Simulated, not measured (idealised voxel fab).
Module name: voxel transistor to metal (process module)
We display cut, a cross-section 285 nm in width whose square cells are each 5 nm.
A cross-section in this document is a grid of square cells, and it is written down as bands, the top band listed before the ones below it; a band is made up of one or more rows of cells. The band entry comprises the height of the band's top followed by the height of its bottom, expressed in nm, and subsequently the band's materials from left to right, each stated together with its width in nm. Where a single material is marked with the word "full width", that material fills the band from edge to edge. The word "blank" represents empty space. Zero point of the height axis is 0; under it, received wafer = one material. Lowest band: continues down indefinitely, "0..down". Per-row width for "30->40": begins at first number (top row of band), ends at second number (bottom row), increment between rows held constant. Basically "all unchanged" means that step didn't change any cell in the cross-section. "Closed void list": empty spaces of 8 cells or more with no open way to the top, each given as width x height at distance, distance from the left edge, all in nm. after a step's settings: what the simulator itself notes on the step. What "overlay nm" on a step's line means: if the step has a mask, that mask lay this far to the right of its planned place, or, when the value is negative, to the left.

INTENDED PROCESS STEPS
1) RECEIVE with material Si
2) OXIDIZE with depth nm 5
3) CONFORMAL_DEP with material SiN, thk nm 15
4) DIRECTIONAL_DEP with material aC, thk nm 10
5) PATTERN with tone cover, mask id ACTIVE, material resist, width nm 105, pitch nm 130, thk nm 30, overlay nm 0
6) DIRECTIONAL_ETCH with etch materials aC, depth nm 10
7) STRIP with etch materials resist
8) DIRECTIONAL_ETCH with etch materials SiN, depth nm 15
9) DIRECTIONAL_ETCH with etch materials SiO2, depth nm 5
10) DIRECTIONAL_ETCH with etch materials Si, depth nm 25
11) STRIP with etch materials aC
12) FILL_DEP with material SiO2, thk nm 15
13) CMP with height nm 15
14) SELECTIVE_ETCH with etch materials SiO2, depth nm 5
15) STRIP with etch materials SiN
16) SELECTIVE_ETCH with etch materials SiO2, depth nm 5
17) OXIDIZE with depth nm 5
18) DIRECTIONAL_DEP with material polySi, thk nm 30
19) DIRECTIONAL_DEP with material SiCN, thk nm 15
20) MASKED_ETCH with tone cover, mask id GATE, width nm 35, pitch nm 130, etch materials SiCN, depth nm 25, overlay nm 0
21) MASKED_ETCH with tone cover, mask id GATE, width nm 35, pitch nm 130, etch materials polySi, depth nm 40, overlay nm 0
22) CONFORMAL_DEP with material SiN, thk nm 10
23) DIRECTIONAL_ETCH with etch materials SiN, depth nm 10
24) DIRECTIONAL_ETCH with etch materials SiO2, depth nm 5
25) DIRECTIONAL_ETCH with etch materials Si, depth nm 15
26) EPI with material SiGe, thk nm 20
27) FILL_DEP with material SiO2, thk nm 10
28) CMP with height nm 25
29) STRIP with etch materials polySi
30) SELECTIVE_ETCH with etch materials SiO2, depth nm 5
31) CONFORMAL_DEP with material HfO2, thk nm 5
32) CONFORMAL_DEP with material TiN, thk nm 5
33) FILL_DEP with material W, thk nm 5
34) CMP with height nm 20
35) DIRECTIONAL_DEP with material SiO2, thk nm 10
36) PATTERN with tone open, mask id CONTACT, material resist, width nm 15, thk nm 15, overlay nm 0
37) DIRECTIONAL_ETCH with etch materials SiO2, depth nm 20
38) STRIP with etch materials resist
39) CONFORMAL_DEP with material TiN, thk nm 5
40) FILL_DEP with material Ru, thk nm 10
41) CMP with height nm 30
42) DIRECTIONAL_DEP with material TiN, thk nm 5
43) DIRECTIONAL_DEP with material W, thk nm 15
44) DIRECTIONAL_DEP with material aC, thk nm 15
45) PATTERN with tone cover, mask id METAL_1, material resist, width nm 15, thk nm 30, overlay nm 0
46) DIRECTIONAL_ETCH with etch materials aC, depth nm 15
47) STRIP with etch materials resist
48) DIRECTIONAL_ETCH with etch materials W, depth nm 15
49) DIRECTIONAL_ETCH with etch materials TiN, depth nm 5
50) STRIP with etch materials aC
51) FILL_DEP with material SiO2, thk nm 5
52) CMP with height nm 50
53) CONFORMAL_DEP with material SiCN, thk nm 5
54) DIRECTIONAL_DEP with material lowk, thk nm 25
55) MASKED_ETCH with tone open, mask id METAL_2, width nm 15, pitch nm 130, etch materials lowk, depth nm 15, overlay nm -15
56) DIRECTIONAL_DEP with material aC, thk nm 15
57) PATTERN with tone open, mask id METAL_2_HOLES, material resist, width nm 15, pitch nm 130, thk nm 30, overlay nm 0
58) DIRECTIONAL_ETCH with etch materials aC, depth nm 15
59) STRIP with etch materials resist
60) DIRECTIONAL_ETCH with etch materials lowk, depth nm 10
61) DIRECTIONAL_ETCH with etch materials SiCN, depth nm 5
62) STRIP with etch materials aC
63) CONFORMAL_DEP with material TiN, thk nm 5
64) FILL_DEP with material Cu, thk nm 5
65) CMP with height nm 80
66) CONFORMAL_DEP with material SiCN, thk nm 5
Wafers differ in overlay nm at step 55; plan lists the first wafer's value; identical starting state.

FIRST WAFER AS RECEIVED, AFTER STEP 1
0..down | Si full width
Closed void list: none

CROSS-SECTION OF THE FIRST OF SEVERAL WAFERS ONCE THE MODULE HAS RUN THROUGH ITS LAST STEP, STEP 66
85..80 | SiCN full width
80..70 | lowk: 15; TiN: 5; Cu: 20->5; TiN: 5->20; lowk: 100; TiN: 5; Cu: 20->5; TiN: 5->20; lowk: 110
70..65 | lowk: 15; TiN: 15; lowk: 115; TiN: 15; lowk: 125
65..55 | lowk full width
55..50 | SiCN full width
50..35 | SiO2: 30; W: 15; SiO2: 65; W: 15; SiO2: 35; W: 15; SiO2: 65; W: 15; SiO2: 30
35..30 | SiO2: 30; TiN: 15; SiO2: 65; TiN: 15; SiO2: 35; TiN: 15; SiO2: 65; TiN: 15; SiO2: 30
30..20 | SiO2: 30; TiN: 5; Ru: 5; TiN: 5; SiO2: 65; TiN: 5; Ru: 5; TiN: 5; SiO2: 35; TiN: 5; Ru: 5; TiN: 5; SiO2: 65; TiN: 5; Ru: 5; TiN: 5; SiO2: 30
20..15 | SiO2: 30; TiN: 5; Ru: 5; TiN: 5; SiO2: 5; SiN: 10; HfO2: 5; TiN: 5; W: 15; TiN: 5; HfO2: 5; SiN: 10; SiO2: 5; TiN: 5; Ru: 5; TiN: 5; SiO2: 35; TiN: 5; Ru: 5; TiN: 5; SiO2: 5; SiN: 10; HfO2: 5; TiN: 5; W: 15; TiN: 5; HfO2: 5; SiN: 10; SiO2: 5; TiN: 5; Ru: 5; TiN: 5; SiO2: 30
15..10 | SiO2: 30; TiN: 15; SiO2: 5; SiN: 10; HfO2: 5; TiN: 5; W: 15; TiN: 5; HfO2: 5; SiN: 10; SiO2: 5; TiN: 15; SiO2: 35; TiN: 15; SiO2: 5; SiN: 10; HfO2: 5; TiN: 5; W: 15; TiN: 5; HfO2: 5; SiN: 10; SiO2: 5; TiN: 15; SiO2: 30
10..5 | SiO2: 25; SiGe: 25; SiN: 10; HfO2: 5; TiN: 5; W: 15; TiN: 5; HfO2: 5; SiN: 10; SiGe: 25; SiO2: 25; SiGe: 25; SiN: 10; HfO2: 5; TiN: 5; W: 15; TiN: 5; HfO2: 5; SiN: 10; SiGe: 25; SiO2: 25
5..0 | SiO2: 20; SiN: 10; SiGe: 20; SiN: 10; HfO2: 5; TiN: 5; W: 15; TiN: 5; HfO2: 5; SiN: 10; SiGe: 20; SiN: 10; SiO2: 15; SiN: 10; SiGe: 20; SiN: 10; HfO2: 5; TiN: 5; W: 15; TiN: 5; HfO2: 5; SiN: 10; SiGe: 20; SiN: 10; SiO2: 20
0..-5 | SiO2: 20; SiN: 10; SiGe: 20; SiN: 10; HfO2: 5; TiN: 25; HfO2: 5; SiN: 10; SiGe: 20; SiN: 10; SiO2: 15; SiN: 10; SiGe: 20; SiN: 10; HfO2: 5; TiN: 25; HfO2: 5; SiN: 10; SiGe: 20; SiN: 10; SiO2: 20
-5..-10 | SiO2: 30; SiGe: 20; SiO2: 5; HfO2: 45; SiO2: 5; SiGe: 20; SiO2: 35; SiGe: 20; SiO2: 5; HfO2: 45; SiO2: 5; SiGe: 20; SiO2: 30
-10..-25 | SiO2: 25; Si: 5; SiGe: 20; Si: 55; SiGe: 20; Si: 5; SiO2: 25; Si: 5; SiGe: 20; Si: 55; SiGe: 20; Si: 5; SiO2: 25
-25..-30 | SiO2: 25; Si: 105; SiO2: 25; Si: 105; SiO2: 25
-30..down | Si full width
Closed void list: none

AT THE END OF THE MODULE, THE LAST OF SEVERAL WAFERS IN CROSS-SECTION
85..80 | SiCN full width
80..70 | lowk: 30; TiN: 5->20; Cu: 20->5; TiN: 5; lowk: 100; TiN: 5->20; Cu: 20->5; TiN: 5; lowk: 95
70..65 | lowk: 45; TiN: 15; lowk: 115; TiN: 15; lowk: 95
65..55 | lowk full width
55..50 | SiCN full width
50..35 | SiO2: 30; W: 15; SiO2: 65; W: 15; SiO2: 35; W: 15; SiO2: 65; W: 15; SiO2: 30
35..30 | SiO2: 30; TiN: 15; SiO2: 65; TiN: 15; SiO2: 35; TiN: 15; SiO2: 65; TiN: 15; SiO2: 30
30..20 | SiO2: 30; TiN: 5; Ru: 5; TiN: 5; SiO2: 65; TiN: 5; Ru: 5; TiN: 5; SiO2: 35; TiN: 5; Ru: 5; TiN: 5; SiO2: 65; TiN: 5; Ru: 5; TiN: 5; SiO2: 30
20..15 | SiO2: 30; TiN: 5; Ru: 5; TiN: 5; SiO2: 5; SiN: 10; HfO2: 5; TiN: 5; W: 15; TiN: 5; HfO2: 5; SiN: 10; SiO2: 5; TiN: 5; Ru: 5; TiN: 5; SiO2: 35; TiN: 5; Ru: 5; TiN: 5; SiO2: 5; SiN: 10; HfO2: 5; TiN: 5; W: 15; TiN: 5; HfO2: 5; SiN: 10; SiO2: 5; TiN: 5; Ru: 5; TiN: 5; SiO2: 30
15..10 | SiO2: 30; TiN: 15; SiO2: 5; SiN: 10; HfO2: 5; TiN: 5; W: 15; TiN: 5; HfO2: 5; SiN: 10; SiO2: 5; TiN: 15; SiO2: 35; TiN: 15; SiO2: 5; SiN: 10; HfO2: 5; TiN: 5; W: 15; TiN: 5; HfO2: 5; SiN: 10; SiO2: 5; TiN: 15; SiO2: 30
10..5 | SiO2: 25; SiGe: 25; SiN: 10; HfO2: 5; TiN: 5; W: 15; TiN: 5; HfO2: 5; SiN: 10; SiGe: 25; SiO2: 25; SiGe: 25; SiN: 10; HfO2: 5; TiN: 5; W: 15; TiN: 5; HfO2: 5; SiN: 10; SiGe: 25; SiO2: 25
5..0 | SiO2: 20; SiN: 10; SiGe: 20; SiN: 10; HfO2: 5; TiN: 5; W: 15; TiN: 5; HfO2: 5; SiN: 10; SiGe: 20; SiN: 10; SiO2: 15; SiN: 10; SiGe: 20; SiN: 10; HfO2: 5; TiN: 5; W: 15; TiN: 5; HfO2: 5; SiN: 10; SiGe: 20; SiN: 10; SiO2: 20
0..-5 | SiO2: 20; SiN: 10; SiGe: 20; SiN: 10; HfO2: 5; TiN: 25; HfO2: 5; SiN: 10; SiGe: 20; SiN: 10; SiO2: 15; SiN: 10; SiGe: 20; SiN: 10; HfO2: 5; TiN: 25; HfO2: 5; SiN: 10; SiGe: 20; SiN: 10; SiO2: 20
-5..-10 | SiO2: 30; SiGe: 20; SiO2: 5; HfO2: 45; SiO2: 5; SiGe: 20; SiO2: 35; SiGe: 20; SiO2: 5; HfO2: 45; SiO2: 5; SiGe: 20; SiO2: 30
-10..-25 | SiO2: 25; Si: 5; SiGe: 20; Si: 55; SiGe: 20; Si: 5; SiO2: 25; Si: 5; SiGe: 20; Si: 55; SiGe: 20; Si: 5; SiO2: 25
-25..-30 | SiO2: 25; Si: 105; SiO2: 25; Si: 105; SiO2: 25
-30..down | Si full width
Closed void list: none

PER-WAFER ROWS BELOW. FOR EACH MATERIAL: CELLS GAINED (+) OR LOST (-) SINCE THE WAFER WAS RECEIVED, AS OF END OF MODULE. THEN: CLOSED VOIDS
overlay nm -15 | +10 Cu | +38 HfO2 | +12 Ru | -222 Si | +114 SiCN | +116 SiGe | +56 SiN | +436 SiO2 | +94 TiN | +60 W | +255 lowk | Closed void list: none
overlay nm -10 | +8 Cu | +38 HfO2 | +12 Ru | -222 Si | +112 SiCN | +116 SiGe | +56 SiN | +436 SiO2 | +98 TiN | +60 W | +255 lowk | Closed void list: none
overlay nm -5 | +6 Cu | +38 HfO2 | +12 Ru | -222 Si | +110 SiCN | +116 SiGe | +56 SiN | +436 SiO2 | +102 TiN | +60 W | +255 lowk | Closed void list: none
overlay nm 0 | +10 Cu | +38 HfO2 | +12 Ru | -222 Si | +108 SiCN | +116 SiGe | +56 SiN | +436 SiO2 | +100 TiN | +60 W | +255 lowk | Closed void list: none
overlay nm 5 | +6 Cu | +38 HfO2 | +12 Ru | -222 Si | +110 SiCN | +116 SiGe | +56 SiN | +436 SiO2 | +102 TiN | +60 W | +255 lowk | Closed void list: none
overlay nm 10 | +8 Cu | +38 HfO2 | +12 Ru | -222 Si | +112 SiCN | +116 SiGe | +56 SiN | +436 SiO2 | +98 TiN | +60 W | +255 lowk | Closed void list: none
overlay nm 15 | +10 Cu | +38 HfO2 | +12 Ru | -222 Si | +114 SiCN | +116 SiGe | +56 SiN | +436 SiO2 | +94 TiN | +60 W | +255 lowk | Closed void list: none
